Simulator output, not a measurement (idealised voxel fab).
Process module name: voxel spacer lines
The width of the displayed cross-section, cut, is 190 nm; its cells are square, with a size of 5 nm.
A cross-section is a grid of square cells, given in bands from the top down. A band is one or more rows of cells. Read a band's entry like this: the first values are the height of its top and the height of its bottom in nm, and what follows is the sequence of materials from left to right, each with its width in nm. Note that "air" is empty space, and that a single material marked "everywhere" reaches across the band from edge to edge. Height 0 is the level under which the wafer as received is all one material. The lowest band goes on downwards, as in "0 nm and below". Think of "30 to 40" as a width that walks from the first number to the second as you go down the band, top row to bottom row, taking equal-sized steps from row to row. "everything unchanged" (step): cross-section cells unchanged, all of them. The entry titled "Closed void table" provides the empty spaces that have no open way to the top, restricted to those of 8 cells or more. Each is presented as width x height at distance, the distance being measured from the left edge, with all three in nm. Heads up: the bit after the settings on a step's line is the simulator's remark on that step. For masked steps, "overlay nm" on the step line gives how far right of plan the mask actually lay; a minus sign means it lay to the left. The remainder of this document consists of a sequence of paired cross-sections. Each pair presents the cross-section prior to one process step together with the cross-section following it, the latter being rendered only as deep as the lowest band that underwent change. The intervening step, together with its settings, is stated beneath each pair. Because the pairs may originate from different runs of this module on the same starting wafer, a given pair is to be read as continuing from the preceding pair only where its entry headed "Pre-step profile" so indicates.

-- Pre-step profile
0 nm and below = Si everywhere
Closed void table: none

-- Resultant Cross-Section
10 nm to 0 nm = Al2O3 everywhere
For the remainder of the cross-section, below 0, there is no change.
Closed void table: none
What is the step between the two cross-sections above? CONFORMAL_DEP | material Al2O3 | thk nm 10

Pre-step profile: the wafer arrives at this step looking as the after cross-section in the pair just above shows it.

-- Resultant Cross-Section
20 nm to 10 nm = TiN everywhere
For the remainder of the cross-section, below 10, there is no change.
Closed void table: none
What is the step between the two cross-sections above? DIRECTIONAL_DEP | material TiN | thk nm 10

Pre-step profile: the wafer arrives at this step looking as the after cross-section in the pair just above shows it.

-- Resultant Cross-Section
50 nm to 20 nm = aC everywhere
For the remainder of the cross-section, below 20, there is no change.
Closed void table: none
What is the step between the two cross-sections above? DIRECTIONAL_DEP | material aC | thk nm 30

Pre-step profile: the wafer arrives at this step looking as the after cross-section in the pair just above shows it.

-- Resultant Cross-Section
90 nm to 50 nm = 60 nm air / 15 nm resist / 35 nm air / 15 nm resist / 65 nm air
For the remainder of the cross-section, below 50, there is no change.
Closed void table: none
What is the step between the two cross-sections above? PATTERN | tone cover | mask id MANDREL | material resist | width nm 15 | pitch nm 50 | thk nm 40 | overlay nm 0

Pre-step profile: the wafer arrives at this step looking as the after cross-section in the pair just above shows it.

-- Resultant Cross-Section
60 nm to 50 nm = 60 nm air / 15 nm resist / 35 nm air / 15 nm resist / 65 nm air
50 nm to 20 nm = 60 nm air / 15 nm aC / 35 nm air / 15 nm aC / 65 nm air
For the remainder of the cross-section, below 20, there is no change.
Closed void table: none
What is the step between the two cross-sections above? DIRECTIONAL_ETCH | etch materials aC | depth nm 30

Pre-step profile: the wafer arrives at this step looking as the after cross-section in the pair just above shows it.

-- Resultant Cross-Section
50 nm to 20 nm = 60 nm air / 15 nm aC / 35 nm air / 15 nm aC / 65 nm air
For the remainder of the cross-section, below 20, there is no change.
Closed void table: none
What is the step between the two cross-sections above? STRIP | etch materials resist

Pre-step profile: the wafer arrives at this step looking as the after cross-section in the pair just above shows it.

-- Resultant Cross-Section
60 nm to 50 nm = 50 nm air / 35 nm SiN / 15 nm air / 35 nm SiN / 55 nm air
50 nm to 30 nm = 50 nm air / 10 nm SiN / 15 nm aC / 10 nm SiN / 15 nm air / 10 nm SiN / 15 nm aC / 10 nm SiN / 55 nm air
30 nm to 20 nm = 60 nm SiN / 15 nm aC / 35 nm SiN / 15 nm aC / 65 nm SiN
For the remainder of the cross-section, below 20, there is no change.
Closed void table: none
What is the step between the two cross-sections above? CONFORMAL_DEP | material SiN | thk nm 10

Pre-step profile: the wafer arrives at this step looking as the after cross-section in the pair just above shows it.

-- Resultant Cross-Section
50 nm to 20 nm = 50 nm air / 10 nm SiN / 15 nm aC / 10 nm SiN / 15 nm air / 10 nm SiN / 15 nm aC / 10 nm SiN / 55 nm air
For the remainder of the cross-section, below 20, there is no change.
Closed void table: none
What is the step between the two cross-sections above? DIRECTIONAL_ETCH | etch materials SiN | depth nm 10

Pre-step profile: the wafer arrives at this step looking as the after cross-section in the pair just above shows it.

-- Resultant Cross-Section
50 nm to 20 nm = 50 nm air / 10 nm SiN / 15 nm air / 10 nm SiN / 15 nm air / 10 nm SiN / 15 nm air / 10 nm SiN / 55 nm air
For the remainder of the cross-section, below 20, there is no change.
Closed void table: none
What is the step between the two cross-sections above? STRIP | etch materials aC

Pre-step profile: the wafer arrives at this step looking as the after cross-section in the pair just above shows it.

-- Resultant Cross-Section
50 nm to 20 nm = 50 nm air / 10 nm SiN / 15 nm air / 10 nm SiN / 15 nm air / 10 nm SiN / 15 nm air / 10 nm SiN / 55 nm air
20 nm to 10 nm = 50 nm air / 10 nm TiN / 15 nm air / 10 nm TiN / 15 nm air / 10 nm TiN / 15 nm air / 10 nm TiN / 55 nm air
For the remainder of the cross-section, below 10, there is no change.
Closed void table: none
What is the step between the two cross-sections above? DIRECTIONAL_ETCH | etch materials TiN | depth nm 10

Pre-step profile: the wafer arrives at this step looking as the after cross-section in the pair just above shows it.

-- Resultant Cross-Section
20 nm to 10 nm = 50 nm air / 10 nm TiN / 15 nm air / 10 nm TiN / 15 nm air / 10 nm TiN / 15 nm air / 10 nm TiN / 55 nm air
For the remainder of the cross-section, below 10, there is no change.
Closed void table: none
What is the step between the two cross-sections above? STRIP | etch materials SiN

-- Pre-step profile
0 nm and below = Si everywhere
Closed void table: none

-- Resultant Cross-Section
10 nm to 0 nm = TiN everywhere
For the remainder of the cross-section, below 0, there is no change.
Closed void table: none
What is the step between the two cross-sections above? DIRECTIONAL_DEP | material TiN | thk nm 10

Pre-step profile: the wafer arrives at this step looking as the after cross-section in the pair just above shows it.

-- Resultant Cross-Section
40 nm to 10 nm = aC everywhere
For the remainder of the cross-section, below 10, there is no change.
Closed void table: none
What is the step between the two cross-sections above? DIRECTIONAL_DEP | material aC | thk nm 30

Pre-step profile: the wafer arrives at this step looking as the after cross-section in the pair just above shows it.

-- Resultant Cross-Section
80 nm to 40 nm = 60 nm air / 15 nm resist / 35 nm air / 15 nm resist / 65 nm air
For the remainder of the cross-section, below 40, there is no change.
Closed void table: none
What is the step between the two cross-sections above? PATTERN | tone cover | mask id MANDREL | material resist | width nm 15 | pitch nm 50 | thk nm 40 | overlay nm 0

Pre-step profile: the wafer arrives at this step looking as the after cross-section in the pair just above shows it.

-- Resultant Cross-Section
50 nm to 40 nm = 60 nm air / 15 nm resist / 35 nm air / 15 nm resist / 65 nm air
40 nm to 10 nm = 60 nm air / 15 nm aC / 35 nm air / 15 nm aC / 65 nm air
For the remainder of the cross-section, below 10, there is no change.
Closed void table: none
What is the step between the two cross-sections above? DIRECTIONAL_ETCH | etch materials aC | depth nm 30

Pre-step profile: the wafer arrives at this step looking as the after cross-section in the pair just above shows it.

-- Resultant Cross-Section
40 nm to 10 nm = 60 nm air / 15 nm aC / 35 nm air / 15 nm aC / 65 nm air
For the remainder of the cross-section, below 10, there is no change.
Closed void table: none
What is the step between the two cross-sections above? STRIP | etch materials resist

Pre-step profile: the wafer arrives at this step looking as the after cross-section in the pair just above shows it.

-- Resultant Cross-Section
50 nm to 40 nm = 50 nm air / 35 nm SiN / 15 nm air / 35 nm SiN / 55 nm air
40 nm to 20 nm = 50 nm air / 10 nm SiN / 15 nm aC / 10 nm SiN / 15 nm air / 10 nm SiN / 15 nm aC / 10 nm SiN / 55 nm air
20 nm to 10 nm = 60 nm SiN / 15 nm aC / 35 nm SiN / 15 nm aC / 65 nm SiN
For the remainder of the cross-section, below 10, there is no change.
Closed void table: none
What is the step between the two cross-sections above? CONFORMAL_DEP | material SiN | thk nm 10

Pre-step profile: the wafer arrives at this step looking as the after cross-section in the pair just above shows it.

-- Resultant Cross-Section
40 nm to 10 nm = 50 nm air / 10 nm SiN / 15 nm aC / 10 nm SiN / 15 nm air / 10 nm SiN / 15 nm aC / 10 nm SiN / 55 nm air
For the remainder of the cross-section, below 10, there is no change.
Closed void table: none
What is the step between the two cross-sections above? DIRECTIONAL_ETCH | etch materials SiN | depth nm 10

Pre-step profile: the wafer arrives at this step looking as the after cross-section in the pair just above shows it.

-- Resultant Cross-Section
40 nm to 10 nm = 50 nm air / 10 nm SiN / 15 nm air / 10 nm SiN / 15 nm air / 10 nm SiN / 15 nm air / 10 nm SiN / 55 nm air
For the remainder of the cross-section, below 10, there is no change.
Closed void table: none
What is the step between the two cross-sections above? STRIP | etch materials aC

Pre-step profile: the wafer arrives at this step looking as the after cross-section in the pair just above shows it.

-- Resultant Cross-Section
40 nm to 10 nm = 50 nm air / 10 nm SiN / 15 nm air / 10 nm SiN / 15 nm air / 10 nm SiN / 15 nm air / 10 nm SiN / 55 nm air
10 nm to 0 nm = 50 nm air / 10 nm TiN / 15 nm air / 10 nm TiN / 15 nm air / 10 nm TiN / 15 nm air / 10 nm TiN / 55 nm air
For the remainder of the cross-section, below 0, there is no change.
Closed void table: none
What is the step between the two cross-sections above? DIRECTIONAL_ETCH | etch materials TiN | depth nm 10

Pre-step profile: the wafer arrives at this step looking as the after cross-section in the pair just above shows it.

-- Resultant Cross-Section
10 nm to 0 nm = 50 nm air / 10 nm TiN / 15 nm air / 10 nm TiN / 15 nm air / 10 nm TiN / 15 nm air / 10 nm TiN / 55 nm air
For the remainder of the cross-section, below 0, there is no change.
Closed void table: none
What is the step between the two cross-sections above? STRIP | etch materials SiN

-- Pre-step profile
10 nm to 0 nm = TiN everywhere
0 nm and below = Si everywhere
Closed void table: none

-- Resultant Cross-Section
20 nm to 10 nm = Al2O3 everywhere
For the remainder of the cross-section, below 10, there is no change.
Closed void table: none
What is the step between the two cross-sections above? CONFORMAL_DEP | material Al2O3 | thk nm 10

Pre-step profile: the wafer arrives at this step looking as the after cross-section in the pair just above shows it.

-- Resultant Cross-Section
50 nm to 20 nm = aC everywhere
For the remainder of the cross-section, below 20, there is no change.
Closed void table: none
What is the step between the two cross-sections above? DIRECTIONAL_DEP | material aC | thk nm 30

Pre-step profile: the wafer arrives at this step looking as the after cross-section in the pair just above shows it.

-- Resultant Cross-Section
90 nm to 50 nm = 60 nm air / 15 nm resist / 35 nm air / 15 nm resist / 65 nm air
For the remainder of the cross-section, below 50, there is no change.
Closed void table: none
What is the step between the two cross-sections above? PATTERN | tone cover | mask id MANDREL | material resist | width nm 15 | pitch nm 50 | thk nm 40 | overlay nm 0

Pre-step profile: the wafer arrives at this step looking as the after cross-section in the pair just above shows it.

-- Resultant Cross-Section
60 nm to 50 nm = 60 nm air / 15 nm resist / 35 nm air / 15 nm resist / 65 nm air
50 nm to 20 nm = 60 nm air / 15 nm aC / 35 nm air / 15 nm aC / 65 nm air
For the remainder of the cross-section, below 20, there is no change.
Closed void table: none
What is the step between the two cross-sections above? DIRECTIONAL_ETCH | etch materials aC | depth nm 30

Pre-step profile: the wafer arrives at this step looking as the after cross-section in the pair just above shows it.

-- Resultant Cross-Section
50 nm to 20 nm = 60 nm air / 15 nm aC / 35 nm air / 15 nm aC / 65 nm air
For the remainder of the cross-section, below 20, there is no change.
Closed void table: none
What is the step between the two cross-sections above? STRIP | etch materials resist

Pre-step profile: the wafer arrives at this step looking as the after cross-section in the pair just above shows it.

-- Resultant Cross-Section
60 nm to 50 nm = 50 nm air / 35 nm SiN / 15 nm air / 35 nm SiN / 55 nm air
50 nm to 30 nm = 50 nm air / 10 nm SiN / 15 nm aC / 10 nm SiN / 15 nm air / 10 nm SiN / 15 nm aC / 10 nm SiN / 55 nm air
30 nm to 20 nm = 60 nm SiN / 15 nm aC / 35 nm SiN / 15 nm aC / 65 nm SiN
For the remainder of the cross-section, below 20, there is no change.
Closed void table: none
What is the step between the two cross-sections above? CONFORMAL_DEP | material SiN | thk nm 10

Pre-step profile: the wafer arrives at this step looking as the after cross-section in the pair just above shows it.

-- Resultant Cross-Section
50 nm to 20 nm = 50 nm air / 10 nm SiN / 15 nm aC / 10 nm SiN / 15 nm air / 10 nm SiN / 15 nm aC / 10 nm SiN / 55 nm air
For the remainder of the cross-section, below 20, there is no change.
Closed void table: none
What is the step between the two cross-sections above? DIRECTIONAL_ETCH | etch materials SiN | depth nm 10

Pre-step profile: the wafer arrives at this step looking as the after cross-section in the pair just above shows it.

-- Resultant Cross-Section
50 nm to 20 nm = 50 nm air / 10 nm SiN / 15 nm air / 10 nm SiN / 15 nm air / 10 nm SiN / 15 nm air / 10 nm SiN / 55 nm air
For the remainder of the cross-section, below 20, there is no change.
Closed void table: none
What is the step between the two cross-sections above? STRIP | etch materials aC

Pre-step profile: the wafer arrives at this step looking as the after cross-section in the pair just above shows it.

-- Resultant Cross-Section
20 nm to 10 nm = Al2O3 everywhere
For the remainder of the cross-section, below 10, there is no change.
Closed void table: none
What is the step between the two cross-sections above? STRIP | etch materials SiN

-- Pre-step profile
0 nm and below = Si everywhere
Closed void table: none

-- Resultant Cross-Section
5 nm to 0 nm = Al2O3 everywhere
For the remainder of the cross-section, below 0, there is no change.
Closed void table: none
What is the step between the two cross-sections above? CONFORMAL_DEP | material Al2O3 | thk nm 5

Pre-step profile: the wafer arrives at this step looking as the after cross-section in the pair just above shows it.

-- Resultant Cross-Section
15 nm to 5 nm = TiN everywhere
For the remainder of the cross-section, below 5, there is no change.
Closed void table: none
What is the step between the two cross-sections above? DIRECTIONAL_DEP | material TiN | thk nm 10

Pre-step profile: the wafer arrives at this step looking as the after cross-section in the pair just above shows it.

-- Resultant Cross-Section
45 nm to 15 nm = aC everywhere
For the remainder of the cross-section, below 15, there is no change.
Closed void table: none
What is the step between the two cross-sections above? DIRECTIONAL_DEP | material aC | thk nm 30

Pre-step profile: the wafer arrives at this step looking as the after cross-section in the pair just above shows it.

-- Resultant Cross-Section
85 nm to 45 nm = 60 nm air / 15 nm resist / 35 nm air / 15 nm resist / 65 nm air
For the remainder of the cross-section, below 45, there is no change.
Closed void table: none
What is the step between the two cross-sections above? PATTERN | tone cover | mask id MANDREL | material resist | width nm 15 | pitch nm 50 | thk nm 40 | overlay nm 0

Pre-step profile: the wafer arrives at this step looking as the after cross-section in the pair just above shows it.

-- Resultant Cross-Section
55 nm to 45 nm = 60 nm air / 15 nm resist / 35 nm air / 15 nm resist / 65 nm air
45 nm to 15 nm = 60 nm air / 15 nm aC / 35 nm air / 15 nm aC / 65 nm air
For the remainder of the cross-section, below 15, there is no change.
Closed void table: none
What is the step between the two cross-sections above? DIRECTIONAL_ETCH | etch materials aC | depth nm 30

Pre-step profile: the wafer arrives at this step looking as the after cross-section in the pair just above shows it.

-- Resultant Cross-Section
45 nm to 15 nm = 60 nm air / 15 nm aC / 35 nm air / 15 nm aC / 65 nm air
For the remainder of the cross-section, below 15, there is no change.
Closed void table: none
What is the step between the two cross-sections above? STRIP | etch materials resist

Pre-step profile: the wafer arrives at this step looking as the after cross-section in the pair just above shows it.

-- Resultant Cross-Section
55 nm to 45 nm = 50 nm air / 35 nm SiN / 15 nm air / 35 nm SiN / 55 nm air
45 nm to 25 nm = 50 nm air / 10 nm SiN / 15 nm aC / 10 nm SiN / 15 nm air / 10 nm SiN / 15 nm aC / 10 nm SiN / 55 nm air
25 nm to 15 nm = 60 nm SiN / 15 nm aC / 35 nm SiN / 15 nm aC / 65 nm SiN
For the remainder of the cross-section, below 15, there is no change.
Closed void table: none
What is the step between the two cross-sections above? CONFORMAL_DEP | material SiN | thk nm 10

Pre-step profile: the wafer arrives at this step looking as the after cross-section in the pair just above shows it.

-- Resultant Cross-Section
45 nm to 15 nm = 50 nm air / 10 nm SiN / 15 nm aC / 10 nm SiN / 15 nm air / 10 nm SiN / 15 nm aC / 10 nm SiN / 55 nm air
For the remainder of the cross-section, below 15, there is no change.
Closed void table: none
What is the step between the two cross-sections above? DIRECTIONAL_ETCH | etch materials SiN | depth nm 10

Pre-step profile: the wafer arrives at this step looking as the after cross-section in the pair just above shows it.

-- Resultant Cross-Section
45 nm to 15 nm = 50 nm air / 10 nm SiN / 15 nm air / 10 nm SiN / 15 nm air / 10 nm SiN / 15 nm air / 10 nm SiN / 55 nm air
For the remainder of the cross-section, below 15, there is no change.
Closed void table: none
What is the step between the two cross-sections above? STRIP | etch materials aC

Pre-step profile: the wafer arrives at this step looking as the after cross-section in the pair just above shows it.

-- Resultant Cross-Section
45 nm to 15 nm = 50 nm air / 10 nm SiN / 15 nm air / 10 nm SiN / 15 nm air / 10 nm SiN / 15 nm air / 10 nm SiN / 55 nm air
15 nm to 5 nm = 50 nm air / 10 nm TiN / 15 nm air / 10 nm TiN / 15 nm air / 10 nm TiN / 15 nm air / 10 nm TiN / 55 nm air
For the remainder of the cross-section, below 5, there is no change.
Closed void table: none
What is the step between the two cross-sections above? DIRECTIONAL_ETCH | etch materials TiN | depth nm 10

Pre-step profile: the wafer arrives at this step looking as the after cross-section in the pair just above shows it.

-- Resultant Cross-Section
15 nm to 5 nm = 50 nm air / 10 nm TiN / 15 nm air / 10 nm TiN / 15 nm air / 10 nm TiN / 15 nm air / 10 nm TiN / 55 nm air
For the remainder of the cross-section, below 5, there is no change.
Closed void table: none
What is the step between the two cross-sections above? STRIP | etch materials SiN

-- Pre-step profile
50 nm to 20 nm = aC everywhere
20 nm to 10 nm = TiN everywhere
10 nm to 0 nm = Al2O3 everywhere
0 nm and below = Si everywhere
Closed void table: none

-- Resultant Cross-Section
90 nm to 50 nm = 60 nm air / 20 nm resist / 30 nm air / 20 nm resist / 60 nm air
For the remainder of the cross-section, below 50, there is no change.
Closed void table: none
What is the step between the two cross-sections above? PATTERN | tone cover | mask id MANDREL | material resist | width nm 20 | pitch nm 50 | thk nm 40 | overlay nm 0

Pre-step profile: the wafer arrives at this step looking as the after cross-section in the pair just above shows it.

-- Resultant Cross-Section
60 nm to 50 nm = 60 nm air / 20 nm resist / 30 nm air / 20 nm resist / 60 nm air
50 nm to 20 nm = 60 nm air / 20 nm aC / 30 nm air / 20 nm aC / 60 nm air
For the remainder of the cross-section, below 20, there is no change.
Closed void table: none
What is the step between the two cross-sections above? DIRECTIONAL_ETCH | etch materials aC | depth nm 30

Pre-step profile: the wafer arrives at this step looking as the after cross-section in the pair just above shows it.

-- Resultant Cross-Section
50 nm to 20 nm = 60 nm air / 20 nm aC / 30 nm air / 20 nm aC / 60 nm air
For the remainder of the cross-section, below 20, there is no change.
Closed void table: none
What is the step between the two cross-sections above? STRIP | etch materials resist

Pre-step profile: the wafer arrives at this step looking as the after cross-section in the pair just above shows it.

-- Resultant Cross-Section
60 nm to 50 nm = 50 nm air / 40 nm SiN / 10 nm air / 40 nm SiN / 50 nm air
50 nm to 30 nm = 50 nm air / 10 nm SiN / 20 nm aC / 10 nm SiN / 10 nm air / 10 nm SiN / 20 nm aC / 10 nm SiN / 50 nm air
30 nm to 20 nm = 60 nm SiN / 20 nm aC / 30 nm SiN / 20 nm aC / 60 nm SiN
For the remainder of the cross-section, below 20, there is no change.
Closed void table: none
What is the step between the two cross-sections above? CONFORMAL_DEP | material SiN | thk nm 10

Pre-step profile: the wafer arrives at this step looking as the after cross-section in the pair just above shows it.

-- Resultant Cross-Section
50 nm to 20 nm = 50 nm air / 10 nm SiN / 20 nm aC / 10 nm SiN / 10 nm air / 10 nm SiN / 20 nm aC / 10 nm SiN / 50 nm air
For the remainder of the cross-section, below 20, there is no change.
Closed void table: none
What is the step between the two cross-sections above? DIRECTIONAL_ETCH | etch materials SiN | depth nm 10

Pre-step profile: the wafer arrives at this step looking as the after cross-section in the pair just above shows it.

-- Resultant Cross-Section
50 nm to 20 nm = 50 nm air / 10 nm SiN / 20 nm air / 10 nm SiN / 10 nm air / 10 nm SiN / 20 nm air / 10 nm SiN / 50 nm air
For the remainder of the cross-section, below 20, there is no change.
Closed void table: none
What is the step between the two cross-sections above? STRIP | etch materials aC

Pre-step profile: the wafer arrives at this step looking as the after cross-section in the pair just above shows it.

-- Resultant Cross-Section
50 nm to 20 nm = 50 nm air / 10 nm SiN / 20 nm air / 10 nm SiN / 10 nm air / 10 nm SiN / 20 nm air / 10 nm SiN / 50 nm air
20 nm to 10 nm = 50 nm air / 10 nm TiN / 20 nm air / 10 nm TiN / 10 nm air / 10 nm TiN / 20 nm air / 10 nm TiN / 50 nm air
For the remainder of the cross-section, below 10, there is no change.
Closed void table: none
What is the step between the two cross-sections above? DIRECTIONAL_ETCH | etch materials TiN | depth nm 10

Pre-step profile: the wafer arrives at this step looking as the after cross-section in the pair just above shows it.

-- Resultant Cross-Section
20 nm to 10 nm = 50 nm air / 10 nm TiN / 20 nm air / 10 nm TiN / 10 nm air / 10 nm TiN / 20 nm air / 10 nm TiN / 50 nm air
For the remainder of the cross-section, below 10, there is no change.
Closed void table: none
What is the step between the two cross-sections above? STRIP | etch materials SiN

-- Pre-step profile
50 nm to 20 nm = aC everywhere
20 nm to 10 nm = TiN everywhere
10 nm to 0 nm = Al2O3 everywhere
0 nm and below = Si everywhere
Closed void table: none

-- Resultant Cross-Section
90 nm to 50 nm = 65 nm air / 15 nm resist / 35 nm air / 15 nm resist / 60 nm air
For the remainder of the cross-section, below 50, there is no change.
Closed void table: none
What is the step between the two cross-sections above? PATTERN | tone cover | mask id MANDREL | material resist | width nm 15 | pitch nm 50 | thk nm 40 | overlay nm 5

Pre-step profile: the wafer arrives at this step looking as the after cross-section in the pair just above shows it.

-- Resultant Cross-Section
60 nm to 50 nm = 65 nm air / 15 nm resist / 35 nm air / 15 nm resist / 60 nm air
50 nm to 20 nm = 65 nm air / 15 nm aC / 35 nm air / 15 nm aC / 60 nm air
For the remainder of the cross-section, below 20, there is no change.
Closed void table: none
What is the step between the two cross-sections above? DIRECTIONAL_ETCH | etch materials aC | depth nm 30

Pre-step profile: the wafer arrives at this step looking as the after cross-section in the pair just above shows it.

-- Resultant Cross-Section
50 nm to 20 nm = 65 nm air / 15 nm aC / 35 nm air / 15 nm aC / 60 nm air
For the remainder of the cross-section, below 20, there is no change.
Closed void table: none
What is the step between the two cross-sections above? STRIP | etch materials resist

Pre-step profile: the wafer arrives at this step looking as the after cross-section in the pair just above shows it.

-- Resultant Cross-Section
60 nm to 50 nm = 55 nm air / 35 nm SiN / 15 nm air / 35 nm SiN / 50 nm air
50 nm to 30 nm = 55 nm air / 10 nm SiN / 15 nm aC / 10 nm SiN / 15 nm air / 10 nm SiN / 15 nm aC / 10 nm SiN / 50 nm air
30 nm to 20 nm = 65 nm SiN / 15 nm aC / 35 nm SiN / 15 nm aC / 60 nm SiN
For the remainder of the cross-section, below 20, there is no change.
Closed void table: none
What is the step between the two cross-sections above? CONFORMAL_DEP | material SiN | thk nm 10

Pre-step profile: the wafer arrives at this step looking as the after cross-section in the pair just above shows it.

-- Resultant Cross-Section
50 nm to 20 nm = 55 nm air / 10 nm SiN / 15 nm aC / 10 nm SiN / 15 nm air / 10 nm SiN / 15 nm aC / 10 nm SiN / 50 nm air
For the remainder of the cross-section, below 20, there is no change.
Closed void table: none
What is the step between the two cross-sections above? DIRECTIONAL_ETCH | etch materials SiN | depth nm 10

Pre-step profile: the wafer arrives at this step looking as the after cross-section in the pair just above shows it.

-- Resultant Cross-Section
50 nm to 20 nm = 55 nm air / 10 nm SiN / 15 nm air / 10 nm SiN / 15 nm air / 10 nm SiN / 15 nm air / 10 nm SiN / 50 nm air
For the remainder of the cross-section, below 20, there is no change.
Closed void table: none
What is the step between the two cross-sections above? STRIP | etch materials aC

Pre-step profile: the wafer arrives at this step looking as the after cross-section in the pair just above shows it.

-- Resultant Cross-Section
50 nm to 20 nm = 55 nm air / 10 nm SiN / 15 nm air / 10 nm SiN / 15 nm air / 10 nm SiN / 15 nm air / 10 nm SiN / 50 nm air
20 nm to 10 nm = 55 nm air / 10 nm TiN / 15 nm air / 10 nm TiN / 15 nm air / 10 nm TiN / 15 nm air / 10 nm TiN / 50 nm air
For the remainder of the cross-section, below 10, there is no change.
Closed void table: none
What is the step between the two cross-sections above? DIRECTIONAL_ETCH | etch materials TiN | depth nm 10

Pre-step profile: the wafer arrives at this step looking as the after cross-section in the pair just above shows it.

-- Resultant Cross-Section
20 nm to 10 nm = 55 nm air / 10 nm TiN / 15 nm air / 10 nm TiN / 15 nm air / 10 nm TiN / 15 nm air / 10 nm TiN / 50 nm air
For the remainder of the cross-section, below 10, there is no change.
Closed void table: none
What is the step between the two cross-sections above? STRIP | etch materials SiN

-- Pre-step profile
0 nm and below = Si everywhere
Closed void table: none

-- Resultant Cross-Section
10 nm to 0 nm = aC everywhere
For the remainder of the cross-section, below 0, there is no change.
Closed void table: none
What is the step between the two cross-sections above? CONFORMAL_DEP | material aC | thk nm 10

Pre-step profile: the wafer arrives at this step looking as the after cross-section in the pair just above shows it.

-- Resultant Cross-Section
20 nm to 10 nm = TiN everywhere
For the remainder of the cross-section, below 10, there is no change.
Closed void table: none
What is the step between the two cross-sections above? DIRECTIONAL_DEP | material TiN | thk nm 10

Pre-step profile: the wafer arrives at this step looking as the after cross-section in the pair just above shows it.

-- Resultant Cross-Section
50 nm to 20 nm = aC everywhere
For the remainder of the cross-section, below 20, there is no change.
Closed void table: none
What is the step between the two cross-sections above? DIRECTIONAL_DEP | material aC | thk nm 30

Pre-step profile: the wafer arrives at this step looking as the after cross-section in the pair just above shows it.

-- Resultant Cross-Section
90 nm to 50 nm = 60 nm air / 15 nm resist / 35 nm air / 15 nm resist / 65 nm air
For the remainder of the cross-section, below 50, there is no change.
Closed void table: none
What is the step between the two cross-sections above? PATTERN | tone cover | mask id MANDREL | material resist | width nm 15 | pitch nm 50 | thk nm 40 | overlay nm 0

Pre-step profile: the wafer arrives at this step looking as the after cross-section in the pair just above shows it.

-- Resultant Cross-Section
60 nm to 50 nm = 60 nm air / 15 nm resist / 35 nm air / 15 nm resist / 65 nm air
50 nm to 20 nm = 60 nm air / 15 nm aC / 35 nm air / 15 nm aC / 65 nm air
For the remainder of the cross-section, below 20, there is no change.
Closed void table: none
What is the step between the two cross-sections above? DIRECTIONAL_ETCH | etch materials aC | depth nm 30

Pre-step profile: the wafer arrives at this step looking as the after cross-section in the pair just above shows it.

-- Resultant Cross-Section
50 nm to 20 nm = 60 nm air / 15 nm aC / 35 nm air / 15 nm aC / 65 nm air
For the remainder of the cross-section, below 20, there is no change.
Closed void table: none
What is the step between the two cross-sections above? STRIP | etch materials resist

Pre-step profile: the wafer arrives at this step looking as the after cross-section in the pair just above shows it.

-- Resultant Cross-Section
60 nm to 50 nm = 50 nm air / 35 nm SiN / 15 nm air / 35 nm SiN / 55 nm air
50 nm to 30 nm = 50 nm air / 10 nm SiN / 15 nm aC / 10 nm SiN / 15 nm air / 10 nm SiN / 15 nm aC / 10 nm SiN / 55 nm air
30 nm to 20 nm = 60 nm SiN / 15 nm aC / 35 nm SiN / 15 nm aC / 65 nm SiN
For the remainder of the cross-section, below 20, there is no change.
Closed void table: none
What is the step between the two cross-sections above? CONFORMAL_DEP | material SiN | thk nm 10

Pre-step profile: the wafer arrives at this step looking as the after cross-section in the pair just above shows it.

-- Resultant Cross-Section
50 nm to 20 nm = 50 nm air / 10 nm SiN / 15 nm aC / 10 nm SiN / 15 nm air / 10 nm SiN / 15 nm aC / 10 nm SiN / 55 nm air
For the remainder of the cross-section, below 20, there is no change.
Closed void table: none
What is the step between the two cross-sections above? DIRECTIONAL_ETCH | etch materials SiN | depth nm 10

Pre-step profile: the wafer arrives at this step looking as the after cross-section in the pair just above shows it.

-- Resultant Cross-Section
50 nm to 20 nm = 50 nm air / 10 nm SiN / 15 nm air / 10 nm SiN / 15 nm air / 10 nm SiN / 15 nm air / 10 nm SiN / 55 nm air
For the remainder of the cross-section, below 20, there is no change.
Closed void table: none
What is the step between the two cross-sections above? STRIP | etch materials aC

Pre-step profile: the wafer arrives at this step looking as the after cross-section in the pair just above shows it.

-- Resultant Cross-Section
50 nm to 20 nm = 50 nm air / 10 nm SiN / 15 nm air / 10 nm SiN / 15 nm air / 10 nm SiN / 15 nm air / 10 nm SiN / 55 nm air
20 nm to 10 nm = 50 nm air / 10 nm TiN / 15 nm air / 10 nm TiN / 15 nm air / 10 nm TiN / 15 nm air / 10 nm TiN / 55 nm air
For the remainder of the cross-section, below 10, there is no change.
Closed void table: none
What is the step between the two cross-sections above? DIRECTIONAL_ETCH | etch materials TiN | depth nm 10

Pre-step profile: the wafer arrives at this step looking as the after cross-section in the pair just above shows it.

-- Resultant Cross-Section
20 nm to 10 nm = 50 nm air / 10 nm TiN / 15 nm air / 10 nm TiN / 15 nm air / 10 nm TiN / 15 nm air / 10 nm TiN / 55 nm air
For the remainder of the cross-section, below 10, there is no change.
Closed void table: none
What is the step between the two cross-sections above? STRIP | etch materials SiN

-- Pre-step profile
50 nm to 20 nm = aC everywhere
20 nm to 10 nm = TiN everywhere
10 nm to 0 nm = Al2O3 everywhere
0 nm and below = Si everywhere
Closed void table: none

-- Resultant Cross-Section
90 nm to 50 nm = 60 nm resist / 15 nm air / 35 nm resist / 15 nm air / 65 nm resist
For the remainder of the cross-section, below 50, there is no change.
Closed void table: none
What is the step between the two cross-sections above? PATTERN | tone open | mask id MANDREL | material resist | width nm 15 | pitch nm 50 | thk nm 40 | overlay nm 0

Pre-step profile: the wafer arrives at this step looking as the after cross-section in the pair just above shows it.

-- Resultant Cross-Section
60 nm to 50 nm = 60 nm resist / 15 nm air / 35 nm resist / 15 nm air / 65 nm resist
50 nm to 20 nm = 60 nm aC / 15 nm air / 35 nm aC / 15 nm air / 65 nm aC
For the remainder of the cross-section, below 20, there is no change.
Closed void table: none
What is the step between the two cross-sections above? DIRECTIONAL_ETCH | etch materials aC | depth nm 30

Pre-step profile: the wafer arrives at this step looking as the after cross-section in the pair just above shows it.

-- Resultant Cross-Section
50 nm to 20 nm = 60 nm aC / 15 nm air / 35 nm aC / 15 nm air / 65 nm aC
For the remainder of the cross-section, below 20, there is no change.
Closed void table: none
What is the step between the two cross-sections above? STRIP | etch materials resist
